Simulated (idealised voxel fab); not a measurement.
A process module follows: voxel wiring stack.
Square cells of 5 nm make up the cross-section cut, whose width is 240 nm.
Notation: cross-section as square-cell grid; stated in bands, top first, going down; one or more cell rows per band.
What a band's entry tells you: where the top is and where the bottom is, as heights in nm, and after that what lies inside, material by material from left to right, each with its width in nm. Empty space is written as the word "air", and a single material marked with the word "all across" occupies the band from edge to edge.
Counting heights begins at 0, where everything beneath is, in the wafer as received, one material. The lowest band has no bottom; it goes on downwards, as "0 and below" shows.
It should be noted that a width expressed as "30 to 40" varies in equal increments from row to row of cells within the band, taking the value of the first number at the top row and that of the second number at the bottom row.
No cell of the cross-section changed in a step that is given as "no modifications".
The list in "Closed void catalog" covers empty spaces of 8 cells or more that cannot reach the top through any open way, and it gives each as width x height at distance; the distance is from the left edge, and width, height and distance are in nm.
What comes after the settings on a step's line is commentary from the simulator itself on that step.
overlay nm: how far to the right of its planned place the mask lay on this masked step (negative: to the left).
-- Process steps (planned)
| 1 | RECEIVE | material Si |
| 2 | CONFORMAL_DEP | material SiO2 | thk nm 15 |
| 3 | CONFORMAL_DEP | material SiN | thk nm 5 |
| 4 | DIRECTIONAL_DEP | material lowk | thk nm 20 |
| 5 | PATTERN | tone open | mask id METAL_1 | material resist | width nm 30 | pitch nm 45 | thk nm 15 | overlay nm 0 |
| 6 | DIRECTIONAL_ETCH | etch materials lowk | depth nm 20 |
| 7 | DIRECTIONAL_ETCH | etch materials SiN | depth nm 5 |
| 8 | STRIP | etch materials resist |
| 9 | CONFORMAL_DEP | material TiN | thk nm 5 |
| 10 | FILL_DEP | material Cu | thk nm 5 |
| 11 | CMP | height nm 40 |
| 12 | CONFORMAL_DEP | material SiCN | thk nm 5 |
| 13 | DIRECTIONAL_DEP | material lowk | thk nm 20 |
| 14 | MASKED_ETCH | tone open | mask id PLUG_1 | width nm 15 | pitch nm 45 | etch materials lowk | depth nm 20 | overlay nm 0 |
| 15 | MASKED_ETCH | tone open | mask id PLUG_1 | width nm 15 | pitch nm 45 | etch materials SiCN | depth nm 5 | overlay nm 0 |
| 16 | CONFORMAL_DEP | material TiN | thk nm 5 |
| 17 | FILL_DEP | material Cu | thk nm 5 |
| 18 | CMP | height nm 65 |
| 19 | CONFORMAL_DEP | material SiCN | thk nm 5 |
| 20 | DIRECTIONAL_DEP | material lowk | thk nm 20 |
| 21 | DIRECTIONAL_DEP | material aC | thk nm 5 |
| 22 | PATTERN | tone open | mask id METAL_2 | material resist | width nm 30 | pitch nm 45 | thk nm 35 | overlay nm 0 |
| 23 | DIRECTIONAL_ETCH | etch materials aC | depth nm 15 |
| 24 | STRIP | etch materials resist |
| 25 | DIRECTIONAL_ETCH | etch materials lowk | depth nm 20 |
| 26 | DIRECTIONAL_ETCH | etch materials SiCN | depth nm 5 |
| 27 | STRIP | etch materials aC |
| 28 | CONFORMAL_DEP | material TiN | thk nm 5 |
| 29 | FILL_DEP | material W | thk nm 5 |
| 30 | CMP | height nm 90 |
| 31 | EPI | material Ru | thk nm 5 |
| 32 | FILL_DEP | material SiCN | thk nm 5 |
| 33 | DIRECTIONAL_DEP | material lowk | thk nm 35 |
| 34 | PATTERN | tone open | mask id METAL_3 | material resist | width nm 30 | pitch nm 45 | thk nm 20 | overlay nm 0 |
| 35 | DIRECTIONAL_ETCH | etch materials lowk | depth nm 20 |
| 36 | STRIP | etch materials resist |
| 37 | MASKED_ETCH | tone open | mask id METAL_3_HOLES | width nm 15 | pitch nm 45 | etch materials lowk | depth nm 15 | overlay nm 0 |
| 38 | MASKED_ETCH | tone open | mask id METAL_3_HOLES | width nm 15 | pitch nm 45 | etch materials SiCN | depth nm 5 | overlay nm 0 |
| 39 | CONFORMAL_DEP | material TiN | thk nm 5 |
| 40 | FILL_DEP | material Cu | thk nm 5 |
| 41 | CMP | height nm 135 |
| 42 | CONFORMAL_DEP | material SiCN | thk nm 5 |
Where the wafers of this document differ is in the thk nm of step 21; they start out the same, and the plan states the value that applied to the first wafer.
-- As received, i.e. after step 1: cross-section through the first of several wafers
> 0 and below = Si all across
> Closed void catalog: none
-- Rows = wafers. At module end, each row lists per material the cells gained (+) or lost (-) since the wafer was received, then the closed voids
thk nm 5, +144 Cu, +32 Ru, +160 SiCN, +24 SiN, +144 SiO2, +236 TiN, +64 W, +540 lowk, Closed void catalog: none
thk nm 10, +144 Cu, +32 Ru, +160 SiCN, +24 SiN, +144 SiO2, +236 TiN, +64 W, +540 lowk, Closed void catalog: none
thk nm 15, +144 Cu, +32 Ru, +160 SiCN, +24 SiN, +144 SiO2, +236 TiN, +64 W, +540 lowk, Closed void catalog: none
thk nm 20, +160 Cu, +168 SiCN, +24 SiN, +144 SiO2, +212 TiN, +636 lowk, Closed void catalog: none
thk nm 25, +160 Cu, +168 SiCN, +24 SiN, +144 SiO2, +212 TiN, +636 lowk, Closed void catalog: none
thk nm 30, +160 Cu, +168 SiCN, +24 SiN, +144 SiO2, +212 TiN, +636 lowk, Closed void catalog: none
